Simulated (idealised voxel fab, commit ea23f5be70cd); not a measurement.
The process module that follows is named voxel capacitor over wiring.
220 nm wide, 5 nm square cells: that's cross-section cut.
In what follows, cross-sections appear as grids of square cells, described through bands that run from the top down, where every band is one or more rows of cells. The band entry comprises the height of the band's top followed by the height of its bottom, expressed in nm, and subsequently the band's materials from left to right, each stated together with its width in nm. Where a single material is marked with the word "edge to edge", that material fills the band from edge to edge. The word "empty" represents empty space. Heights are reckoned from 0. Under this level, the received wafer is all of one material. The bottommost band is open-ended downward, for example "0 down". The width entry "30 to 40" should be interpreted row by row: the top row of cells in the band takes the first number, the bottom row takes the second number, and the change between adjacent rows is uniform throughout. The designation "remained the same", where it is given for a processing step, indicates that no cell of the cross-section was altered in the course of that step. Voids not open to the top, 8 cells minimum: see "Trapped voids". Written width x height at distance; distance is from the left edge; nm. Anything after a step's settings on that line? It's the simulator's own note about the step. The line of a step may include "overlay nm". On a step with a mask, this value is how far to the right of its planned place the mask lay. A negative value means the mask lay to the left.

Planned step list for the process:
- 1: RECEIVE, material Si
- 2: CONFORMAL_DEP, material SiO2, thk nm 15
- 3: DIRECTIONAL_DEP, material TiN, thk nm 5
- 4: DIRECTIONAL_DEP, material Ru, thk nm 15
- 5: DIRECTIONAL_DEP, material aC, thk nm 10
- 6: PATTERN, tone cover, mask id METAL_1, material resist, width nm 25, pitch nm 85, thk nm 30, overlay nm 0
- 7: DIRECTIONAL_ETCH, etch materials aC, depth nm 10
- 8: STRIP, etch materials resist
- 9: DIRECTIONAL_ETCH, etch materials Ru, depth nm 15
- 10: DIRECTIONAL_ETCH, etch materials TiN, depth nm 5
- 11: STRIP, etch materials aC
- 12: CONFORMAL_DEP, material SiN, thk nm 5
- 13: FILL_DEP, material SiO2, thk nm 5
- 14: CMP, height nm 35
- 15: CONFORMAL_DEP, material SiCN, thk nm 5
- 16: DIRECTIONAL_DEP, material lowk, thk nm 20
- 17: PATTERN, tone open, mask id PLUG_1, material resist, width nm 15, thk nm 15, overlay nm 0
- 18: DIRECTIONAL_ETCH, etch materials lowk, depth nm 20
- 19: DIRECTIONAL_ETCH, etch materials SiCN, depth nm 5
- 20: STRIP, etch materials resist
- 21: EPI, material Ru, thk nm 10
- 22: EPI, material Ru, thk nm 10
- 23: EPI, material Ru, thk nm 5
- 24: DIRECTIONAL_DEP, material TiN, thk nm 10
- 25: DIRECTIONAL_DEP, material Al2O3, thk nm 5
- 26: DIRECTIONAL_DEP, material TiN, thk nm 5
- 27: MASKED_ETCH, tone cover, mask id UPPER_PLATE, width nm 65, etch materials TiN, depth nm 5, overlay nm 0
- 28: MASKED_ETCH, tone cover, mask id UPPER_PLATE, width nm 65, etch materials Al2O3, depth nm 5, overlay nm 0
- 29: PATTERN, tone cover, mask id LOWER_PLATE, material resist, width nm 75, thk nm 20, overlay nm 0
- 30: DIRECTIONAL_ETCH, etch materials TiN, depth nm 10
- 31: STRIP, etch materials resist
- 32: FILL_DEP, material SiO2, thk nm 15
- 33: CMP, height nm 90
- 34: DIRECTIONAL_DEP, material aC, thk nm 10
- 35: PATTERN, tone open, mask id PLUG_2, material resist, width nm 15, thk nm 30, overlay nm 0
- 36: DIRECTIONAL_ETCH, etch materials aC, depth nm 10
- 37: STRIP, etch materials resist
- 38: DIRECTIONAL_ETCH, etch materials SiO2, depth nm 10
- 39: STRIP, etch materials aC
- 40: CONFORMAL_DEP, material TiN, thk nm 5
- 41: FILL_DEP, material W, thk nm 5
- 42: CMP, height nm 90
- 43: CONFORMAL_DEP, material SiCN, thk nm 5

Delivered wafer in cross-section: state after step 1:
	0 down: Si edge to edge
	Trapped voids: none

Figure: cross-sectional view of the wafer upon completion of the module, processed from the initial state and according to the plan depicted above, with one error introduced during execution:
	95 to 90: SiCN edge to edge
	90 to 85: 75 SiO2; 5 TiN; 5 W; 5 TiN; 130 SiO2
	85 to 75: 75 to 80 SiO2; 15 to 50 TiN; 130 to 90 SiO2
	75 to 70: 80 SiO2; 50 Al2O3; 90 SiO2
	70 to 60: 60 SiO2; 5 TiN; 15 SiO2; 55 TiN; 85 SiO2
	60 to 55: 65 lowk; 15 SiO2; 140 lowk
	55 to 50: 65 lowk; 15 TiN; 140 lowk
	50 to 45: 65 lowk; 15 Al2O3; 140 lowk
	45 to 40: 65 lowk; 15 TiN; 140 lowk
	40 to 35: 65 SiCN; 15 TiN; 140 SiCN
	35 to 30: 50 SiO2; 35 SiN; 50 SiO2; 35 SiN; 50 SiO2
	30 to 20: 50 SiO2; 5 SiN; 25 Ru; 5 SiN; 50 SiO2; 5 SiN; 25 Ru; 5 SiN; 50 SiO2
	20 to 15: 55 SiN; 25 Ru; 60 SiN; 25 Ru; 55 SiN
	15 to 0: SiO2 edge to edge
	0 down: Si edge to edge
	Trapped voids: none
Finding, execution versus plan: step 3 was dropped from the plan's execution and never run
